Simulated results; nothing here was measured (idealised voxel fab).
A process module follows: voxel capacitor over wiring.
Shown is cross-section cut, with a width of 200 nm and square cells of size 5 nm.
If you're reading a cross-section in this doc, picture square cells in a grid; it comes to you as bands, top ones listed first down to the bottom, and a band can be one or more rows of cells. First you get the band's top height and its bottom height, in nm, and then the materials it's made of, left to right, with each width in nm. If you see a single material with "all across", that one covers the band edge to edge. "air" is empty space. Below 0: as-received wafer, all one material; heights counted from there. Lowest band: no bottom, goes on down, written "from 0 down". It should be noted that a width expressed as "30..40" varies in equal increments from row to row of cells within the band, taking the value of the first number at the top row and that of the second number at the bottom row. "everything unchanged" for a step: no cell of the cross-section changed in that step. Enclosed voids (no open way to top), threshold 8 cells or more, entry "Enclosed internal voids", notation width x height at distance, distance from left edge, nm. That trailing text on a step's line, after the settings, is the simulator's own remark on the step. A step's line can hold "overlay nm"; with a mask on that step, the setting says how far right of the planned place the mask lay, while a negative setting says it lay to the left.
[plan]
step 1: RECEIVE,material Si
step 2: CONFORMAL_DEP,material SiO2,thk nm 10
step 3: DIRECTIONAL_DEP,material TiN,thk nm 5
step 4: DIRECTIONAL_DEP,material W,thk nm 25
step 5: MASKED_ETCH,tone cover,mask id METAL_1,width nm 25,pitch nm 95,etch materials W,depth nm 25,overlay nm 0
step 6: MASKED_ETCH,tone cover,mask id METAL_1,width nm 25,pitch nm 95,etch materials TiN,depth nm 5,overlay nm 0
step 7: FILL_DEP,material SiO2,thk nm 5
step 8: CMP,height nm 40
step 9: CONFORMAL_DEP,material SiCN,thk nm 5
step 10: DIRECTIONAL_DEP,material SiO2,thk nm 20
step 11: MASKED_ETCH,tone open,mask id PLUG_1,width nm 15,etch materials SiO2,depth nm 20,overlay nm 0
step 12: MASKED_ETCH,tone open,mask id PLUG_1,width nm 15,etch materials SiCN,depth nm 5,overlay nm 0
step 13: EPI,material Ru,thk nm 10
step 14: EPI,material Ru,thk nm 10
step 15: EPI,material Ru,thk nm 5
step 16: DIRECTIONAL_DEP,material TiN,thk nm 5
step 17: DIRECTIONAL_DEP,material HfO2,thk nm 5
step 18: DIRECTIONAL_DEP,material TiN,thk nm 10
step 19: PATTERN,tone cover,mask id UPPER_PLATE,material resist,width nm 75,thk nm 20,overlay nm 0
step 20: DIRECTIONAL_ETCH,etch materials TiN,depth nm 10
step 21: DIRECTIONAL_ETCH,etch materials HfO2,depth nm 5
step 22: STRIP,etch materials resist
step 23: DIRECTIONAL_DEP,material aC,thk nm 10
step 24: PATTERN,tone cover,mask id LOWER_PLATE,material resist,width nm 85,thk nm 30,overlay nm 0
step 25: DIRECTIONAL_ETCH,etch materials aC,depth nm 10
step 26: STRIP,etch materials resist
step 27: DIRECTIONAL_ETCH,etch materials TiN,depth nm 5
step 28: STRIP,etch materials aC
step 29: FILL_DEP,material SiO2,thk nm 20
step 30: CMP,height nm 100
step 31: DIRECTIONAL_DEP,material aC,thk nm 10
step 32: PATTERN,tone open,mask id PLUG_2,material resist,width nm 15,thk nm 30,overlay nm 0
step 33: DIRECTIONAL_ETCH,etch materials aC,depth nm 10
step 34: STRIP,etch materials resist
step 35: DIRECTIONAL_ETCH,etch materials SiO2,depth nm 15
step 36: STRIP,etch materials aC
step 37: CONFORMAL_DEP,material TiN,thk nm 5
step 38: FILL_DEP,material Ru,thk nm 5
step 39: CMP,height nm 100
step 40: CONFORMAL_DEP,material SiN,thk nm 5
[First of two wafers, with the run carried out as planned]
[Delivered wafer in cross-section: state after step 1]
  from 0 down | Si all across
  Enclosed internal voids: none
[The wafer in cross-section once step 2 is complete]
  from 10 to 0 | SiO2 all across
  Unchanged below 0.
[The wafer in cross-section once step 3 is complete]
  from 15 to 10 | TiN all across
  Unchanged below 10.
[The wafer in cross-section once step 4 is complete]
  from 40 to 15 | W all across
  Unchanged below 15.
[The wafer in cross-section once step 5 is complete]
  from 40 to 15 | 40 nm air; 25 nm W; 70 nm air; 25 nm W; 40 nm air
  Unchanged below 15.
[The wafer in cross-section once step 6 is complete]
  from 40 to 15 | 40 nm air; 25 nm W; 70 nm air; 25 nm W; 40 nm air
  from 15 to 10 | 40 nm air; 25 nm TiN; 70 nm air; 25 nm TiN; 40 nm air
  Unchanged below 10.
[The wafer in cross-section once step 7 is complete]
  from 45 to 40 | SiO2 all across
  from 40 to 15 | 40 nm SiO2; 25 nm W; 70 nm SiO2; 25 nm W; 40 nm SiO2
  from 15 to 10 | 40 nm SiO2; 25 nm TiN; 70 nm SiO2; 25 nm TiN; 40 nm SiO2
  Unchanged below 10.
[The wafer in cross-section once step 8 is complete]
  from 40 to 15 | 40 nm SiO2; 25 nm W; 70 nm SiO2; 25 nm W; 40 nm SiO2
  Unchanged below 15.
[The wafer in cross-section once step 9 is complete]
  from 45 to 40 | SiCN all across
  Unchanged below 40.
[The wafer in cross-section once step 10 is complete]
  from 65 to 45 | SiO2 all across
  Unchanged below 45.
[The wafer in cross-section once step 11 is complete]
  from 65 to 45 | 50 nm SiO2; 15 nm air; 135 nm SiO2
  Unchanged below 45.
[The wafer in cross-section once step 12 is complete]
  from 65 to 45 | 50 nm SiO2; 15 nm air; 135 nm SiO2
  from 45 to 40 | 50 nm SiCN; 15 nm air; 135 nm SiCN
  Unchanged below 40.
[The wafer in cross-section once step 13 is complete]
  from 65 to 50 | 50 nm SiO2; 15 nm air; 135 nm SiO2
  from 50 to 45 | 50 nm SiO2; 15 nm Ru; 135 nm SiO2
  from 45 to 40 | 50 nm SiCN; 15 nm Ru; 135 nm SiCN
  Unchanged below 40.
[The wafer in cross-section once step 14 is complete]
  from 65 to 60 | 50 nm SiO2; 15 nm air; 135 nm SiO2
  from 60 to 45 | 50 nm SiO2; 15 nm Ru; 135 nm SiO2
  Unchanged below 45.
[The wafer in cross-section once step 15 is complete]
  from 65 to 45 | 50 nm SiO2; 15 nm Ru; 135 nm SiO2
  Unchanged below 45.
[The wafer in cross-section once step 16 is complete]
  from 70 to 65 | TiN all across
  Unchanged below 65.
[The wafer in cross-section once step 17 is complete]
  from 75 to 70 | HfO2 all across
  Unchanged below 70.
[The wafer in cross-section once step 18 is complete]
  from 85 to 75 | TiN all across
  Unchanged below 75.
[The wafer in cross-section once step 19 is complete]
  from 105 to 85 | 50 nm air; 75 nm resist; 75 nm air
  Unchanged below 85.
[The wafer in cross-section once step 20 is complete]
  from 105 to 85 | 50 nm air; 75 nm resist; 75 nm air
  from 85 to 75 | 50 nm air; 75 nm TiN; 75 nm air
  Unchanged below 75.
[The wafer in cross-section once step 21 is complete]
  from 105 to 85 | 50 nm air; 75 nm resist; 75 nm air
  from 85 to 75 | 50 nm air; 75 nm TiN; 75 nm air
  from 75 to 70 | 50 nm air; 75 nm HfO2; 75 nm air
  Unchanged below 70.
[The wafer in cross-section once step 22 is complete]
  from 85 to 75 | 50 nm air; 75 nm TiN; 75 nm air
  Unchanged below 75.
[The wafer in cross-section once step 23 is complete]
  from 95 to 85 | 50 nm air; 75 nm aC; 75 nm air
  from 85 to 80 | 50 nm air; 75 nm TiN; 75 nm air
  from 80 to 75 | 50 nm aC; 75 nm TiN; 75 nm aC
  from 75 to 70 | 50 nm aC; 75 nm HfO2; 75 nm aC
  Unchanged below 70.
[The wafer in cross-section once step 24 is complete]
  from 125 to 95 | 45 nm air; 85 nm resist; 70 nm air
  from 95 to 85 | 45 nm air; 5 nm resist; 75 nm aC; 5 nm resist; 70 nm air
  from 85 to 80 | 45 nm air; 5 nm resist; 75 nm TiN; 5 nm resist; 70 nm air
  Unchanged below 80.
[The wafer in cross-section once step 25 is complete]
  from 115 to 95 | 45 nm air; 85 nm resist; 70 nm air
  from 95 to 85 | 45 nm air; 5 nm resist; 75 nm aC; 5 nm resist; 70 nm air
  from 85 to 80 | 45 nm air; 5 nm resist; 75 nm TiN; 5 nm resist; 70 nm air
  from 80 to 75 | 45 nm air; 5 nm aC; 75 nm TiN; 5 nm aC; 70 nm air
  from 75 to 70 | 45 nm air; 5 nm aC; 75 nm HfO2; 5 nm aC; 70 nm air
  Unchanged below 70.
[The wafer in cross-section once step 26 is complete]
  from 95 to 85 | 50 nm air; 75 nm aC; 75 nm air
  from 85 to 80 | 50 nm air; 75 nm TiN; 75 nm air
  Unchanged below 80.
[The wafer in cross-section once step 27 is complete]
  from 95 to 85 | 50 nm air; 75 nm aC; 75 nm air
  from 85 to 80 | 50 nm air; 75 nm TiN; 75 nm air
  from 80 to 75 | 45 nm air; 5 nm aC; 75 nm TiN; 5 nm aC; 70 nm air
  from 75 to 70 | 45 nm air; 5 nm aC; 75 nm HfO2; 5 nm aC; 70 nm air
  from 70 to 65 | 45 nm air; 85 nm TiN; 70 nm air
  Unchanged below 65.
[The wafer in cross-section once step 28 is complete]
  from 85 to 75 | 50 nm air; 75 nm TiN; 75 nm air
  from 75 to 70 | 50 nm air; 75 nm HfO2; 75 nm air
  Unchanged below 70.
[The wafer in cross-section once step 29 is complete]
  from 105 to 85 | SiO2 all across
  from 85 to 75 | 50 nm SiO2; 75 nm TiN; 75 nm SiO2
  from 75 to 70 | 50 nm SiO2; 75 nm HfO2; 75 nm SiO2
  from 70 to 65 | 45 nm SiO2; 85 nm TiN; 70 nm SiO2
  Unchanged below 65.
[The wafer in cross-section once step 30 is complete]
  from 100 to 85 | SiO2 all across
  Unchanged below 85.
[The wafer in cross-section once step 31 is complete]
  from 110 to 100 | aC all across
  Unchanged below 100.
[The wafer in cross-section once step 32 is complete]
  from 140 to 110 | 60 nm resist; 15 nm air; 125 nm resist
  Unchanged below 110.
[The wafer in cross-section once step 33 is complete]
  from 130 to 110 | 60 nm resist; 15 nm air; 125 nm resist
  from 110 to 100 | 60 nm aC; 15 nm air; 125 nm aC
  Unchanged below 100.
[The wafer in cross-section once step 34 is complete]
  from 110 to 100 | 60 nm aC; 15 nm air; 125 nm aC
  Unchanged below 100.
[The wafer in cross-section once step 35 is complete]
  from 110 to 100 | 60 nm aC; 15 nm air; 125 nm aC
  from 100 to 85 | 60 nm SiO2; 15 nm air; 125 nm SiO2
  Unchanged below 85.
[The wafer in cross-section once step 36 is complete]
  from 100 to 85 | 60 nm SiO2; 15 nm air; 125 nm SiO2
  Unchanged below 85.
[The wafer in cross-section once step 37 is complete]
  from 105 to 100 | 65 nm TiN; 5 nm air; 130 nm TiN
  from 100 to 90 | 60 nm SiO2; 5 nm TiN; 5 nm air; 5 nm TiN; 125 nm SiO2
  from 90 to 85 | 60 nm SiO2; 15 nm TiN; 125 nm SiO2
  Unchanged below 85.
[The wafer in cross-section once step 38 is complete]
  from 110 to 105 | Ru all across
  from 105 to 100 | 65 nm TiN; 5 nm Ru; 130 nm TiN
  from 100 to 90 | 60 nm SiO2; 5 nm TiN; 5 nm Ru; 5 nm TiN; 125 nm SiO2
  Unchanged below 90.
[The wafer in cross-section once step 39 is complete]
  from 100 to 90 | 60 nm SiO2; 5 nm TiN; 5 nm Ru; 5 nm TiN; 125 nm SiO2
  Unchanged below 90.
[The wafer in cross-section once step 40 is complete]
  from 105 to 100 | SiN all across
  Unchanged below 100.
[second wafer: like start, like plan, one mistake. Through step 18 it matches the first wafer]
[Cross-sectional representation of the second wafer at the time designated in the plan for the completion of step 19]
  from 105 to 85 | 50 nm resist; 75 nm air; 75 nm resist
  Unchanged below 85.
[Cross-sectional representation of the second wafer at the time designated in the plan for the completion of step 20]
  from 105 to 85 | 50 nm resist; 75 nm air; 75 nm resist
  from 85 to 75 | 50 nm TiN; 75 nm air; 75 nm TiN
  Unchanged below 75.
[Cross-sectional representation of the second wafer at the time designated in the plan for the completion of step 21]
  from 105 to 85 | 50 nm resist; 75 nm air; 75 nm resist
  from 85 to 75 | 50 nm TiN; 75 nm air; 75 nm TiN
  from 75 to 70 | 50 nm HfO2; 75 nm air; 75 nm HfO2
  Unchanged below 70.
[Cross-sectional representation of the second wafer at the time designated in the plan for the completion of step 22]
  from 85 to 75 | 50 nm TiN; 75 nm air; 75 nm TiN
  Unchanged below 75.
[Cross-sectional representation of the second wafer at the time designated in the plan for the completion of step 23]
  from 95 to 85 | 50 nm aC; 75 nm air; 75 nm aC
  from 85 to 80 | 50 nm TiN; 75 nm air; 75 nm TiN
  from 80 to 75 | 50 nm TiN; 75 nm aC; 75 nm TiN
  from 75 to 70 | 50 nm HfO2; 75 nm aC; 75 nm HfO2
  Unchanged below 70.
[Cross-sectional representation of the second wafer at the time designated in the plan for the completion of step 24]
  from 125 to 95 | 45 nm air; 85 nm resist; 70 nm air
  from 95 to 85 | 50 nm aC; 75 nm resist; 75 nm aC
  from 85 to 80 | 50 nm TiN; 75 nm resist; 75 nm TiN
  Unchanged below 80.
[Cross-sectional representation of the second wafer at the time designated in the plan for the completion of step 25]
  from 115 to 95 | 45 nm air; 85 nm resist; 70 nm air
  from 95 to 85 | 45 nm air; 5 nm aC; 75 nm resist; 5 nm aC; 70 nm air
  Unchanged below 85.
[Cross-sectional representation of the second wafer at the time designated in the plan for the completion of step 26]
  from 95 to 85 | 45 nm air; 5 nm aC; 75 nm air; 5 nm aC; 70 nm air
  from 85 to 80 | 50 nm TiN; 75 nm air; 75 nm TiN
  Unchanged below 80.
[Cross-sectional representation of the second wafer at the time designated in the plan for the completion of step 27]
  from 95 to 85 | 45 nm air; 5 nm aC; 75 nm air; 5 nm aC; 70 nm air
  from 85 to 80 | 45 nm air; 5 nm TiN; 75 nm air; 5 nm TiN; 70 nm air
  Unchanged below 80.
[Cross-sectional representation of the second wafer at the time designated in the plan for the completion of step 28]
  from 85 to 80 | 45 nm air; 5 nm TiN; 75 nm air; 5 nm TiN; 70 nm air
  from 80 to 75 | 50 nm TiN; 75 nm air; 75 nm TiN
  from 75 to 70 | 50 nm HfO2; 75 nm air; 75 nm HfO2
  Unchanged below 70.
[Cross-sectional representation of the second wafer at the time designated in the plan for the completion of step 29]
  from 105 to 85 | SiO2 all across
  from 85 to 80 | 45 nm SiO2; 5 nm TiN; 75 nm SiO2; 5 nm TiN; 70 nm SiO2
  from 80 to 75 | 50 nm TiN; 75 nm SiO2; 75 nm TiN
  from 75 to 70 | 50 nm HfO2; 75 nm SiO2; 75 nm HfO2
  Unchanged below 70.
[Cross-sectional representation of the second wafer at the time designated in the plan for the completion of step 30]
  from 100 to 85 | SiO2 all across
  Unchanged below 85.
[Cross-sectional representation of the second wafer at the time designated in the plan for the completion of step 31]
  from 110 to 100 | aC all across
  Unchanged below 100.
[Cross-sectional representation of the second wafer at the time designated in the plan for the completion of step 32]
  from 140 to 110 | 60 nm resist; 15 nm air; 125 nm resist
  Unchanged below 110.
[Cross-sectional representation of the second wafer at the time designated in the plan for the completion of step 33]
  from 130 to 110 | 60 nm resist; 15 nm air; 125 nm resist
  from 110 to 100 | 60 nm aC; 15 nm air; 125 nm aC
  Unchanged below 100.
[Cross-sectional representation of the second wafer at the time designated in the plan for the completion of step 34]
  from 110 to 100 | 60 nm aC; 15 nm air; 125 nm aC
  Unchanged below 100.
[Cross-sectional representation of the second wafer at the time designated in the plan for the completion of step 35]
  from 110 to 100 | 60 nm aC; 15 nm air; 125 nm aC
  from 100 to 85 | 60 nm SiO2; 15 nm air; 125 nm SiO2
  Unchanged below 85.
[Cross-sectional representation of the second wafer at the time designated in the plan for the completion of step 36]
  from 100 to 85 | 60 nm SiO2; 15 nm air; 125 nm SiO2
  Unchanged below 85.
[Cross-sectional representation of the second wafer at the time designated in the plan for the completion of step 37]
  from 105 to 100 | 65 nm TiN; 5 nm air; 130 nm TiN
  from 100 to 90 | 60 nm SiO2; 5 nm TiN; 5 nm air; 5 nm TiN; 125 nm SiO2
  from 90 to 85 | 60 nm SiO2; 15 nm TiN; 125 nm SiO2
  Unchanged below 85.
[Cross-sectional representation of the second wafer at the time designated in the plan for the completion of step 38]
  from 110 to 105 | Ru all across
  from 105 to 100 | 65 nm TiN; 5 nm Ru; 130 nm TiN
  from 100 to 90 | 60 nm SiO2; 5 nm TiN; 5 nm Ru; 5 nm TiN; 125 nm SiO2
  Unchanged below 90.
[Cross-sectional representation of the second wafer at the time designated in the plan for the completion of step 39]
  from 100 to 90 | 60 nm SiO2; 5 nm TiN; 5 nm Ru; 5 nm TiN; 125 nm SiO2
  Unchanged below 90.
[Cross-sectional representation of the second wafer at the time designated in the plan for the completion of step 40]
  from 105 to 100 | SiN all across
  Unchanged below 100.
The mistake made against the process plan was this: step 19 ran differently from the plan; actual operation with settings: PATTERN,tone open,mask id UPPER_PLATE,material resist,width nm 75,thk nm 20,overlay nm 0
End check, counted in cells, second wafer has more or fewer of these materials than the first: HfO2: 10 more; SiO2: 30 fewer; TiN: 20 more
